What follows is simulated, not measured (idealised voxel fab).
Process module heading - voxel fin reveal
Square cells of 5 nm make up the cross-section cut, whose width is 235 nm.
How to read a cross-section here: the picture is a grid of square cells, written as bands going from the top down, and any band can span one or more rows of cells. What a band's entry tells you: where the top is and where the bottom is, as heights in nm, and after that what lies inside, material by material from left to right, each with its width in nm. Empty space is written as the word "air", and a single material marked with the word "throughout" occupies the band from edge to edge. Below 0: as-received wafer, all one material; heights counted from there. Lowest band: no bottom, goes on down, written "0 nm and below". Think of "30..40" as a width that walks from the first number to the second as you go down the band, top row to bottom row, taking equal-sized steps from row to row. For the purposes of this document, the phrase "nothing changed" attached to a step denotes that no cell within the cross-section was modified by that step. Reported under the label "Internal closed voids" are the empty spaces having no open way to the top and comprising 8 cells or more; the notation for each is width x height at distance, in which the distance is measured from the left edge and all three values are in nm. On a step's line, text after the settings is the simulator commenting on that step. Steps that use a mask can have "overlay nm" on their line. It says how far the mask sat to the right of where it was meant to be. Negative means to the left.

**Process steps foreseen in the plan**
step 1: RECEIVE: material Si
step 2: CONFORMAL_DEP: material SiN, thk nm 5
step 3: DIRECTIONAL_DEP: material aC, thk nm 15
step 4: PATTERN: tone cover, mask id FINS, material resist, width nm 15, pitch nm 45, thk nm 30, overlay nm 0
step 5: DIRECTIONAL_ETCH: etch materials aC, depth nm 15
step 6: STRIP: etch materials resist
step 7: DIRECTIONAL_ETCH: etch materials SiN, depth nm 5
step 8: DIRECTIONAL_ETCH: etch materials Si, depth nm 40
step 9: STRIP: etch materials aC
step 10: FILL_DEP: material SiO2, thk nm 10
step 11: CMP: height nm 5
step 12: SELECTIVE_ETCH: etch materials SiO2, depth nm 35
step 13: STRIP: etch materials SiN

**As-received wafer cross-section (after step 1)**
> 0 nm and below: Si throughout
> Internal closed voids: none

**Cross-section, first of two wafers, end of module, run as planned**
> 0 nm to -30 nm: 40 nm air, 15 nm Si, 30 nm air, 15 nm Si, 30 nm air, 15 nm Si, 30 nm air, 15 nm Si, 45 nm air
> -30 nm to -40 nm: 40 nm SiO2, 15 nm Si, 30 nm SiO2, 15 nm Si, 30 nm SiO2, 15 nm Si, 30 nm SiO2, 15 nm Si, 45 nm SiO2
> -40 nm and below: Si throughout
> Internal closed voids: none

**So this is wafer number two of the two, cut at the end of the module - it started where the first did and had the same plan, we just got one thing wrong running it**
> 0 nm to -30 nm: 40 nm air, 15 nm Si, 30 nm air, 15 nm Si, 30 nm air, 15 nm Si, 30 nm air, 15 nm Si, 45 nm air
> -30 nm to -80 nm: 40 nm SiO2, 15 nm Si, 30 nm SiO2, 15 nm Si, 30 nm SiO2, 15 nm Si, 30 nm SiO2, 15 nm Si, 45 nm SiO2
> -80 nm and below: Si throughout
> Internal closed voids: none
Want to know what went wrong? step 8 of the plan saw execution twice
Cell-count delta at end, second wafer over first, by material: -280 Si, +280 SiO2
